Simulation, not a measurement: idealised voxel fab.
process module | voxel wiring stack
cross-section cut | 280 nm wide | cells 5 nm
A cross-section is a grid of square cells, given in bands from the top down. A band is one or more rows of cells.
Each band's line starts with the height of the band's top and of its bottom, in nm. Then come its materials from left to right, each with its width in nm. One material with "throughout" fills the band from edge to edge. "air" is empty space.
Height 0 is the level under which the wafer as received is all one material. The lowest band goes on downwards, as in "0 down".
A width such as "30 to 40" changes by the same amount from each row of cells to the next, from the band's top row to its bottom row.
"no change" after a step means that no cell of the cross-section changed.
closed voids: empty space of 8 cells or more with no open way to the top, each as width x height at its distance from the left edge, in nm
after a step's settings: what the simulator itself notes on the step
overlay nm, on a step with a mask: how far to the right of its planned place the mask lay; to the left if negative
plan
1 op RECEIVE | material Si
2 op CONFORMAL_DEP | material SiO2 | thk nm 10
3 op DIRECTIONAL_DEP | material TiN | thk nm 5
4 op DIRECTIONAL_DEP | material W | thk nm 15
5 op MASKED_ETCH | tone cover | mask id METAL_1 | width nm 20 | pitch nm 40 | etch materials W | depth nm 15 | overlay nm 0
6 op MASKED_ETCH | tone cover | mask id METAL_1 | width nm 20 | pitch nm 40 | etch materials TiN | depth nm 5 | overlay nm 0
7 op CONFORMAL_DEP | material SiCN | thk nm 5
8 op FILL_DEP | material lowk | thk nm 5
9 op CMP | height nm 30
10 op CONFORMAL_DEP | material SiCN | thk nm 5
11 op DIRECTIONAL_DEP | material lowk | thk nm 25
12 op DIRECTIONAL_DEP | material aC | thk nm 10
13 op PATTERN | tone open | mask id METAL_2_HOLES | material resist | width nm 15 | pitch nm 80 | thk nm 30 | overlay nm 0
14 op DIRECTIONAL_ETCH | etch materials aC | depth nm 10
15 op STRIP | etch materials resist
16 op DIRECTIONAL_ETCH | etch materials lowk | depth nm 25
17 op STRIP | etch materials aC
18 op PATTERN | tone open | mask id METAL_2 | material resist | width nm 20 | pitch nm 40 | thk nm 15 | overlay nm 0
19 op DIRECTIONAL_ETCH | etch materials lowk | depth nm 15
20 op DIRECTIONAL_ETCH | etch materials SiCN | depth nm 5
21 op STRIP | etch materials resist
22 op CONFORMAL_DEP | material TiN | thk nm 5
23 op FILL_DEP | material Ru | thk nm 10
24 op CMP | height nm 60
25 op CONFORMAL_DEP | material SiCN | thk nm 5
first wafer, as planned
as received, after step 1
  0 down: Si throughout
  closed voids: none
after step 2
  10 to 0: SiO2 throughout
  below 0: unchanged
after step 3
  15 to 10: TiN throughout
  below 10: unchanged
after step 4
  30 to 15: W throughout
  below 15: unchanged
after step 5
  30 to 15: air 70 | W 20 | air 20 | W 20 | air 20 | W 20 | air 20 | W 20 | air 70
  below 15: unchanged
after step 6
  30 to 15: air 70 | W 20 | air 20 | W 20 | air 20 | W 20 | air 20 | W 20 | air 70
  15 to 10: air 70 | TiN 20 | air 20 | TiN 20 | air 20 | TiN 20 | air 20 | TiN 20 | air 70
  below 10: unchanged
after step 7
  35 to 30: air 65 | SiCN 30 | air 10 | SiCN 30 | air 10 | SiCN 30 | air 10 | SiCN 30 | air 65
  30 to 15: air 65 | SiCN 5 | W 20 | SiCN 5 | air 10 | SiCN 5 | W 20 | SiCN 5 | air 10 | SiCN 5 | W 20 | SiCN 5 | air 10 | SiCN 5 | W 20 | SiCN 5 | air 65
  15 to 10: SiCN 70 | TiN 20 | SiCN 20 | TiN 20 | SiCN 20 | TiN 20 | SiCN 20 | TiN 20 | SiCN 70
  below 10: unchanged
after step 8
  40 to 35: lowk throughout
  35 to 30: lowk 65 | SiCN 30 | lowk 10 | SiCN 30 | lowk 10 | SiCN 30 | lowk 10 | SiCN 30 | lowk 65
  30 to 15: lowk 65 | SiCN 5 | W 20 | SiCN 5 | lowk 10 | SiCN 5 | W 20 | SiCN 5 | lowk 10 | SiCN 5 | W 20 | SiCN 5 | lowk 10 | SiCN 5 | W 20 | SiCN 5 | lowk 65
  below 15: unchanged
after step 9
  30 to 15: lowk 65 | SiCN 5 | W 20 | SiCN 5 | lowk 10 | SiCN 5 | W 20 | SiCN 5 | lowk 10 | SiCN 5 | W 20 | SiCN 5 | lowk 10 | SiCN 5 | W 20 | SiCN 5 | lowk 65
  below 15: unchanged
after step 10
  35 to 30: SiCN throughout
  below 30: unchanged
after step 11
  60 to 35: lowk throughout
  below 35: unchanged
after step 12
  70 to 60: aC throughout
  below 60: unchanged
after step 13
  100 to 70: resist 70 | air 15 | resist 65 | air 15 | resist 115
  below 70: unchanged
after step 14
  90 to 70: resist 70 | air 15 | resist 65 | air 15 | resist 115
  70 to 60: aC 70 | air 15 | aC 65 | air 15 | aC 115
  below 60: unchanged
after step 15
  70 to 60: aC 70 | air 15 | aC 65 | air 15 | aC 115
  below 60: unchanged
after step 16
  70 to 60: aC 70 | air 15 | aC 65 | air 15 | aC 115
  60 to 35: lowk 70 | air 15 | lowk 65 | air 15 | lowk 115
  below 35: unchanged
after step 17
  60 to 35: lowk 70 | air 15 | lowk 65 | air 15 | lowk 115
  below 35: unchanged
after step 18
  75 to 60: resist 70 | air 20 | resist 20 | air 20 | resist 20 | air 20 | resist 20 | air 20 | resist 70
  below 60: unchanged
after step 19
  75 to 60: resist 70 | air 20 | resist 20 | air 20 | resist 20 | air 20 | resist 20 | air 20 | resist 70
  60 to 45: lowk 70 | air 20 | lowk 20 | air 20 | lowk 20 | air 20 | lowk 20 | air 20 | lowk 70
  below 45: unchanged
after step 20
  75 to 60: resist 70 | air 20 | resist 20 | air 20 | resist 20 | air 20 | resist 20 | air 20 | resist 70
  60 to 45: lowk 70 | air 20 | lowk 20 | air 20 | lowk 20 | air 20 | lowk 20 | air 20 | lowk 70
  45 to 35: lowk 70 | air 15 | lowk 65 | air 15 | lowk 115
  35 to 30: SiCN 70 | air 15 | SiCN 65 | air 15 | SiCN 115
  below 30: unchanged
after step 21
  60 to 45: lowk 70 | air 20 | lowk 20 | air 20 | lowk 20 | air 20 | lowk 20 | air 20 | lowk 70
  below 45: unchanged
after step 22
  65 to 60: TiN 75 | air 10 | TiN 30 | air 10 | TiN 30 | air 10 | TiN 30 | air 10 | TiN 75
  60 to 50: lowk 70 | TiN 5 | air 10 | TiN 5 | lowk 20 | TiN 5 | air 10 | TiN 5 | lowk 20 | TiN 5 | air 10 | TiN 5 | lowk 20 | TiN 5 | air 10 | TiN 5 | lowk 70
  50 to 45: lowk 70 | TiN 5 | air 5 | TiN 10 | lowk 20 | TiN 20 | lowk 20 | TiN 5 | air 5 | TiN 10 | lowk 20 | TiN 20 | lowk 70
  45 to 35: lowk 70 | TiN 5 | air 5 | TiN 5 | lowk 65 | TiN 5 | air 5 | TiN 5 | lowk 115
  35 to 30: SiCN 70 | TiN 15 | SiCN 65 | TiN 15 | SiCN 115
  below 30: unchanged
after step 23
  75 to 65: Ru throughout
  65 to 60: TiN 75 | Ru 10 | TiN 30 | Ru 10 | TiN 30 | Ru 10 | TiN 30 | Ru 10 | TiN 75
  60 to 50: lowk 70 | TiN 5 | Ru 10 | TiN 5 | lowk 20 | TiN 5 | Ru 10 | TiN 5 | lowk 20 | TiN 5 | Ru 10 | TiN 5 | lowk 20 | TiN 5 | Ru 10 | TiN 5 | lowk 70
  50 to 45: lowk 70 | TiN 5 | Ru 5 | TiN 10 | lowk 20 | TiN 20 | lowk 20 | TiN 5 | Ru 5 | TiN 10 | lowk 20 | TiN 20 | lowk 70
  45 to 35: lowk 70 | TiN 5 | Ru 5 | TiN 5 | lowk 65 | TiN 5 | Ru 5 | TiN 5 | lowk 115
  below 35: unchanged
after step 24
  60 to 50: lowk 70 | TiN 5 | Ru 10 | TiN 5 | lowk 20 | TiN 5 | Ru 10 | TiN 5 | lowk 20 | TiN 5 | Ru 10 | TiN 5 | lowk 20 | TiN 5 | Ru 10 | TiN 5 | lowk 70
  below 50: unchanged
after step 25
  65 to 60: SiCN throughout
  below 60: unchanged
second wafer: like start, like plan, one mistake. Through step 9 it matches the first wafer
when step 10 should have ended
  55 to 30: lowk throughout
  below 30: unchanged
when step 11 should have ended
  60 to 55: SiCN throughout
  below 55: unchanged
when step 12 should have ended
  70 to 60: aC throughout
  below 60: unchanged
when step 13 should have ended
  100 to 70: resist 70 | air 15 | resist 65 | air 15 | resist 115
  below 70: unchanged
when step 14 should have ended
  90 to 70: resist 70 | air 15 | resist 65 | air 15 | resist 115
  70 to 60: aC 70 | air 15 | aC 65 | air 15 | aC 115
  below 60: unchanged
when step 15 should have ended
  70 to 60: aC 70 | air 15 | aC 65 | air 15 | aC 115
  below 60: unchanged
when step 16 should have ended: no change
when step 17 should have ended
  60 to 55: SiCN throughout
  below 55: unchanged
when step 18 should have ended
  75 to 60: resist 70 | air 20 | resist 20 | air 20 | resist 20 | air 20 | resist 20 | air 20 | resist 70
  below 60: unchanged
when step 19 should have ended: no change
when step 20 should have ended
  75 to 60: resist 70 | air 20 | resist 20 | air 20 | resist 20 | air 20 | resist 20 | air 20 | resist 70
  60 to 55: SiCN 70 | air 20 | SiCN 20 | air 20 | SiCN 20 | air 20 | SiCN 20 | air 20 | SiCN 70
  below 55: unchanged
when step 21 should have ended
  60 to 55: SiCN 70 | air 20 | SiCN 20 | air 20 | SiCN 20 | air 20 | SiCN 20 | air 20 | SiCN 70
  below 55: unchanged
when step 22 should have ended
  65 to 60: TiN 75 | air 10 | TiN 30 | air 10 | TiN 30 | air 10 | TiN 30 | air 10 | TiN 75
  60 to 55: SiCN 70 | TiN 20 | SiCN 20 | TiN 20 | SiCN 20 | TiN 20 | SiCN 20 | TiN 20 | SiCN 70
  below 55: unchanged
when step 23 should have ended
  75 to 65: Ru throughout
  65 to 60: TiN 75 | Ru 10 | TiN 30 | Ru 10 | TiN 30 | Ru 10 | TiN 30 | Ru 10 | TiN 75
  below 60: unchanged
when step 24 should have ended
  60 to 55: SiCN 70 | TiN 20 | SiCN 20 | TiN 20 | SiCN 20 | TiN 20 | SiCN 20 | TiN 20 | SiCN 70
  below 55: unchanged
when step 25 should have ended
  65 to 60: SiCN throughout
  below 60: unchanged
what went wrong: steps 10 and 11 were swapped
at the end the second wafer has, in cells: 22 fewer of Ru | 10 fewer of SiCN | 28 fewer of TiN | 60 more of lowk
